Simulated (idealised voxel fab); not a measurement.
process module | voxel self aligned vias
Square cell edge 5 nm, section width 250 nm, ID cut.
A cross-section is a grid of square cells, given in bands from the top down. A band is one or more rows of cells.
What a band's entry tells you: where the top is and where the bottom is, as heights in nm, and after that what lies inside, material by material from left to right, each with its width in nm. Empty space is written as the word "blank", and a single material marked with the word "full width" occupies the band from edge to edge.
Heights are measured from 0, the level below which the as-received wafer is all one material; the lowest band has no bottom and continues downward, written as in "top 0, no bottom".
A width such as "30 to 40" changes by the same amount from each row of cells to the next, from the band's top row to its bottom row.
Where the words "same as before" appear for a step, the cross-section shows no cell changed by that step; every cell remained as before.
The list in "Voids, sealed" covers empty spaces of 8 cells or more that cannot reach the top through any open way, and it gives each as width x height at distance; the distance is from the left edge, and width, height and distance are in nm.
That trailing text on a step's line, after the settings, is the simulator's own remark on the step.
Regarding "overlay nm": on a step with a mask, it is the distance the mask lay to the right of its planned place; a negative value places it to the left.

Process steps (planned):
1) RECEIVE with material Si
2) CONFORMAL_DEP with material SiO2, thk nm 15
3) CONFORMAL_DEP with material SiCN, thk nm 5
4) DIRECTIONAL_DEP with material SiO2, thk nm 30
5) DIRECTIONAL_DEP with material aC, thk nm 15
6) PATTERN with tone open, mask id LINES, material resist, width nm 30, pitch nm 75, thk nm 35, overlay nm 0
7) DIRECTIONAL_ETCH with etch materials aC, depth nm 15
8) STRIP with etch materials resist
9) DIRECTIONAL_ETCH with etch materials SiO2, depth nm 30
10) STRIP with etch materials aC
11) CONFORMAL_DEP with material TiN, thk nm 5
12) FILL_DEP with material W, thk nm 10
13) CMP with height nm 50
14) SELECTIVE_ETCH with etch materials W Ru TiN, depth nm 5
15) FILL_DEP with material SiN, thk nm 5
16) CMP with height nm 50
17) DIRECTIONAL_DEP with material SiO2, thk nm 20
18) PATTERN with tone open, mask id VIAS, material resist, width nm 50, pitch nm 150, thk nm 15, overlay nm 0
19) DIRECTIONAL_ETCH with etch materials SiO2, depth nm 20
20) DIRECTIONAL_ETCH with etch materials SiN, depth nm 5
21) STRIP with etch materials resist
22) CONFORMAL_DEP with material TiN, thk nm 5
23) FILL_DEP with material Cu, thk nm 10
24) CMP with height nm 70
25) CONFORMAL_DEP with material SiN, thk nm 5

First of two wafers - as planned:

The cross-section here shows the wafer as received, i.e. in its state after step 1:
  top 0, no bottom | Si full width
  Voids, sealed: none

So this is the wafer cross-section right after step 2:
  top 15, bottom 0 | SiO2 full width
  Anything lower than 0 is untouched.

So this is the wafer cross-section right after step 3:
  top 20, bottom 15 | SiCN full width
  Anything lower than 15 is untouched.

So this is the wafer cross-section right after step 4:
  top 50, bottom 20 | SiO2 full width
  Anything lower than 20 is untouched.

So this is the wafer cross-section right after step 5:
  top 65, bottom 50 | aC full width
  Anything lower than 50 is untouched.

So this is the wafer cross-section right after step 6:
  top 100, bottom 65 | resist (35) / blank (30) / resist (45) / blank (30) / resist (45) / blank (30) / resist (35)
  Anything lower than 65 is untouched.

So this is the wafer cross-section right after step 7:
  top 85, bottom 65 | resist (35) / blank (30) / resist (45) / blank (30) / resist (45) / blank (30) / resist (35)
  top 65, bottom 50 | aC (35) / blank (30) / aC (45) / blank (30) / aC (45) / blank (30) / aC (35)
  Anything lower than 50 is untouched.

So this is the wafer cross-section right after step 8:
  top 65, bottom 50 | aC (35) / blank (30) / aC (45) / blank (30) / aC (45) / blank (30) / aC (35)
  Anything lower than 50 is untouched.

So this is the wafer cross-section right after step 9:
  top 65, bottom 50 | aC (35) / blank (30) / aC (45) / blank (30) / aC (45) / blank (30) / aC (35)
  top 50, bottom 20 | SiO2 (35) / blank (30) / SiO2 (45) / blank (30) / SiO2 (45) / blank (30) / SiO2 (35)
  Anything lower than 20 is untouched.

So this is the wafer cross-section right after step 10:
  top 50, bottom 20 | SiO2 (35) / blank (30) / SiO2 (45) / blank (30) / SiO2 (45) / blank (30) / SiO2 (35)
  Anything lower than 20 is untouched.

So this is the wafer cross-section right after step 11:
  top 55, bottom 50 | TiN (40) / blank (20) / TiN (55) / blank (20) / TiN (55) / blank (20) / TiN (40)
  top 50, bottom 25 | SiO2 (35) / TiN (5) / blank (20) / TiN (5) / SiO2 (45) / TiN (5) / blank (20) / TiN (5) / SiO2 (45) / TiN (5) / blank (20) / TiN (5) / SiO2 (35)
  top 25, bottom 20 | SiO2 (35) / TiN (30) / SiO2 (45) / TiN (30) / SiO2 (45) / TiN (30) / SiO2 (35)
  Anything lower than 20 is untouched.

So this is the wafer cross-section right after step 12:
  top 65, bottom 55 | W full width
  top 55, bottom 50 | TiN (40) / W (20) / TiN (55) / W (20) / TiN (55) / W (20) / TiN (40)
  top 50, bottom 25 | SiO2 (35) / TiN (5) / W (20) / TiN (5) / SiO2 (45) / TiN (5) / W (20) / TiN (5) / SiO2 (45) / TiN (5) / W (20) / TiN (5) / SiO2 (35)
  Anything lower than 25 is untouched.

So this is the wafer cross-section right after step 13:
  top 50, bottom 25 | SiO2 (35) / TiN (5) / W (20) / TiN (5) / SiO2 (45) / TiN (5) / W (20) / TiN (5) / SiO2 (45) / TiN (5) / W (20) / TiN (5) / SiO2 (35)
  Anything lower than 25 is untouched.

So this is the wafer cross-section right after step 14:
  top 50, bottom 45 | SiO2 (35) / blank (30) / SiO2 (45) / blank (30) / SiO2 (45) / blank (30) / SiO2 (35)
  Anything lower than 45 is untouched.

So this is the wafer cross-section right after step 15:
  top 55, bottom 50 | SiN full width
  top 50, bottom 45 | SiO2 (35) / SiN (30) / SiO2 (45) / SiN (30) / SiO2 (45) / SiN (30) / SiO2 (35)
  Anything lower than 45 is untouched.

So this is the wafer cross-section right after step 16:
  top 50, bottom 45 | SiO2 (35) / SiN (30) / SiO2 (45) / SiN (30) / SiO2 (45) / SiN (30) / SiO2 (35)
  Anything lower than 45 is untouched.

So this is the wafer cross-section right after step 17:
  top 70, bottom 50 | SiO2 full width
  Anything lower than 50 is untouched.

So this is the wafer cross-section right after step 18:
  top 85, bottom 70 | resist (25) / blank (50) / resist (100) / blank (50) / resist (25)
  Anything lower than 70 is untouched.

So this is the wafer cross-section right after step 19:
  top 85, bottom 70 | resist (25) / blank (50) / resist (100) / blank (50) / resist (25)
  top 70, bottom 50 | SiO2 (25) / blank (50) / SiO2 (100) / blank (50) / SiO2 (25)
  Anything lower than 50 is untouched.

So this is the wafer cross-section right after step 20:
  top 85, bottom 70 | resist (25) / blank (50) / resist (100) / blank (50) / resist (25)
  top 70, bottom 50 | SiO2 (25) / blank (50) / SiO2 (100) / blank (50) / SiO2 (25)
  top 50, bottom 45 | SiO2 (35) / blank (30) / SiO2 (45) / SiN (30) / SiO2 (45) / blank (30) / SiO2 (35)
  Anything lower than 45 is untouched.

So this is the wafer cross-section right after step 21:
  top 70, bottom 50 | SiO2 (25) / blank (50) / SiO2 (100) / blank (50) / SiO2 (25)
  Anything lower than 50 is untouched.

So this is the wafer cross-section right after step 22:
  top 75, bottom 70 | TiN (30) / blank (40) / TiN (110) / blank (40) / TiN (30)
  top 70, bottom 55 | SiO2 (25) / TiN (5) / blank (40) / TiN (5) / SiO2 (100) / TiN (5) / blank (40) / TiN (5) / SiO2 (25)
  top 55, bottom 50 | SiO2 (25) / TiN (15) / blank (20) / TiN (15) / SiO2 (100) / TiN (15) / blank (20) / TiN (15) / SiO2 (25)
  top 50, bottom 45 | SiO2 (35) / TiN (30) / SiO2 (45) / SiN (30) / SiO2 (45) / TiN (30) / SiO2 (35)
  Anything lower than 45 is untouched.

So this is the wafer cross-section right after step 23:
  top 85, bottom 75 | Cu full width
  top 75, bottom 70 | TiN (30) / Cu (40) / TiN (110) / Cu (40) / TiN (30)
  top 70, bottom 55 | SiO2 (25) / TiN (5) / Cu (40) / TiN (5) / SiO2 (100) / TiN (5) / Cu (40) / TiN (5) / SiO2 (25)
  top 55, bottom 50 | SiO2 (25) / TiN (15) / Cu (20) / TiN (15) / SiO2 (100) / TiN (15) / Cu (20) / TiN (15) / SiO2 (25)
  Anything lower than 50 is untouched.

So this is the wafer cross-section right after step 24:
  top 70, bottom 55 | SiO2 (25) / TiN (5) / Cu (40) / TiN (5) / SiO2 (100) / TiN (5) / Cu (40) / TiN (5) / SiO2 (25)
  Anything lower than 55 is untouched.

So this is the wafer cross-section right after step 25:
  top 75, bottom 70 | SiN full width
  Anything lower than 70 is untouched.

Second Wafer (Identical Start and Plan, One Processing Error; Matches First Wafer Through Step 3):

Cross-section of the second wafer corresponding to the planned conclusion of step 4:
  top 45, bottom 20 | SiO2 full width
  Anything lower than 20 is untouched.

Cross-section of the second wafer corresponding to the planned conclusion of step 5:
  top 60, bottom 45 | aC full width
  Anything lower than 45 is untouched.

Cross-section of the second wafer corresponding to the planned conclusion of step 6:
  top 95, bottom 60 | resist (35) / blank (30) / resist (45) / blank (30) / resist (45) / blank (30) / resist (35)
  Anything lower than 60 is untouched.

Cross-section of the second wafer corresponding to the planned conclusion of step 7:
  top 80, bottom 60 | resist (35) / blank (30) / resist (45) / blank (30) / resist (45) / blank (30) / resist (35)
  top 60, bottom 45 | aC (35) / blank (30) / aC (45) / blank (30) / aC (45) / blank (30) / aC (35)
  Anything lower than 45 is untouched.

Cross-section of the second wafer corresponding to the planned conclusion of step 8:
  top 60, bottom 45 | aC (35) / blank (30) / aC (45) / blank (30) / aC (45) / blank (30) / aC (35)
  Anything lower than 45 is untouched.

Cross-section of the second wafer corresponding to the planned conclusion of step 9:
  top 60, bottom 45 | aC (35) / blank (30) / aC (45) / blank (30) / aC (45) / blank (30) / aC (35)
  top 45, bottom 20 | SiO2 (35) / blank (30) / SiO2 (45) / blank (30) / SiO2 (45) / blank (30) / SiO2 (35)
  Anything lower than 20 is untouched.

Cross-section of the second wafer corresponding to the planned conclusion of step 10:
  top 45, bottom 20 | SiO2 (35) / blank (30) / SiO2 (45) / blank (30) / SiO2 (45) / blank (30) / SiO2 (35)
  Anything lower than 20 is untouched.

Cross-section of the second wafer corresponding to the planned conclusion of step 11:
  top 50, bottom 45 | TiN (40) / blank (20) / TiN (55) / blank (20) / TiN (55) / blank (20) / TiN (40)
  top 45, bottom 25 | SiO2 (35) / TiN (5) / blank (20) / TiN (5) / SiO2 (45) / TiN (5) / blank (20) / TiN (5) / SiO2 (45) / TiN (5) / blank (20) / TiN (5) / SiO2 (35)
  top 25, bottom 20 | SiO2 (35) / TiN (30) / SiO2 (45) / TiN (30) / SiO2 (45) / TiN (30) / SiO2 (35)
  Anything lower than 20 is untouched.

Cross-section of the second wafer corresponding to the planned conclusion of step 12:
  top 60, bottom 50 | W full width
  top 50, bottom 45 | TiN (40) / W (20) / TiN (55) / W (20) / TiN (55) / W (20) / TiN (40)
  top 45, bottom 25 | SiO2 (35) / TiN (5) / W (20) / TiN (5) / SiO2 (45) / TiN (5) / W (20) / TiN (5) / SiO2 (45) / TiN (5) / W (20) / TiN (5) / SiO2 (35)
  Anything lower than 25 is untouched.

Cross-section of the second wafer corresponding to the planned conclusion of step 13:
  top 50, bottom 45 | TiN (40) / W (20) / TiN (55) / W (20) / TiN (55) / W (20) / TiN (40)
  Anything lower than 45 is untouched.

Cross-section of the second wafer corresponding to the planned conclusion of step 14:
  top 45, bottom 25 | SiO2 (35) / TiN (5) / W (20) / TiN (5) / SiO2 (45) / TiN (5) / W (20) / TiN (5) / SiO2 (45) / TiN (5) / W (20) / TiN (5) / SiO2 (35)
  Anything lower than 25 is untouched.

Cross-section of the second wafer corresponding to the planned conclusion of step 15:
  top 50, bottom 45 | SiN full width
  Anything lower than 45 is untouched.

Cross-section of the second wafer corresponding to the planned conclusion of step 16: same as before

Cross-section of the second wafer corresponding to the planned conclusion of step 17:
  top 70, bottom 50 | SiO2 full width
  Anything lower than 50 is untouched.

Cross-section of the second wafer corresponding to the planned conclusion of step 18:
  top 85, bottom 70 | resist (25) / blank (50) / resist (100) / blank (50) / resist (25)
  Anything lower than 70 is untouched.

Cross-section of the second wafer corresponding to the planned conclusion of step 19:
  top 85, bottom 70 | resist (25) / blank (50) / resist (100) / blank (50) / resist (25)
  top 70, bottom 50 | SiO2 (25) / blank (50) / SiO2 (100) / blank (50) / SiO2 (25)
  Anything lower than 50 is untouched.

Cross-section of the second wafer corresponding to the planned conclusion of step 20:
  top 85, bottom 70 | resist (25) / blank (50) / resist (100) / blank (50) / resist (25)
  top 70, bottom 50 | SiO2 (25) / blank (50) / SiO2 (100) / blank (50) / SiO2 (25)
  top 50, bottom 45 | SiN (25) / blank (50) / SiN (100) / blank (50) / SiN (25)
  Anything lower than 45 is untouched.

Cross-section of the second wafer corresponding to the planned conclusion of step 21:
  top 70, bottom 50 | SiO2 (25) / blank (50) / SiO2 (100) / blank (50) / SiO2 (25)
  Anything lower than 50 is untouched.

Cross-section of the second wafer corresponding to the planned conclusion of step 22:
  top 75, bottom 70 | TiN (30) / blank (40) / TiN (110) / blank (40) / TiN (30)
  top 70, bottom 50 | SiO2 (25) / TiN (5) / blank (40) / TiN (5) / SiO2 (100) / TiN (5) / blank (40) / TiN (5) / SiO2 (25)
  top 50, bottom 45 | SiN (25) / TiN (50) / SiN (100) / TiN (50) / SiN (25)
  Anything lower than 45 is untouched.

Cross-section of the second wafer corresponding to the planned conclusion of step 23:
  top 85, bottom 75 | Cu full width
  top 75, bottom 70 | TiN (30) / Cu (40) / TiN (110) / Cu (40) / TiN (30)
  top 70, bottom 50 | SiO2 (25) / TiN (5) / Cu (40) / TiN (5) / SiO2 (100) / TiN (5) / Cu (40) / TiN (5) / SiO2 (25)
  Anything lower than 50 is untouched.

Cross-section of the second wafer corresponding to the planned conclusion of step 24:
  top 70, bottom 50 | SiO2 (25) / TiN (5) / Cu (40) / TiN (5) / SiO2 (100) / TiN (5) / Cu (40) / TiN (5) / SiO2 (25)
  Anything lower than 50 is untouched.

Cross-section of the second wafer corresponding to the planned conclusion of step 25:
  top 75, bottom 70 | SiN full width
  Anything lower than 70 is untouched.
What was the processing mistake? step 4 was processed under conditions differing from the plan, specifically as DIRECTIONAL_DEP with material SiO2, thk nm 25
At the finish, the second wafer shows more or fewer cells for some materials than the first does: +8 Cu; +24 SiN; -32 SiO2
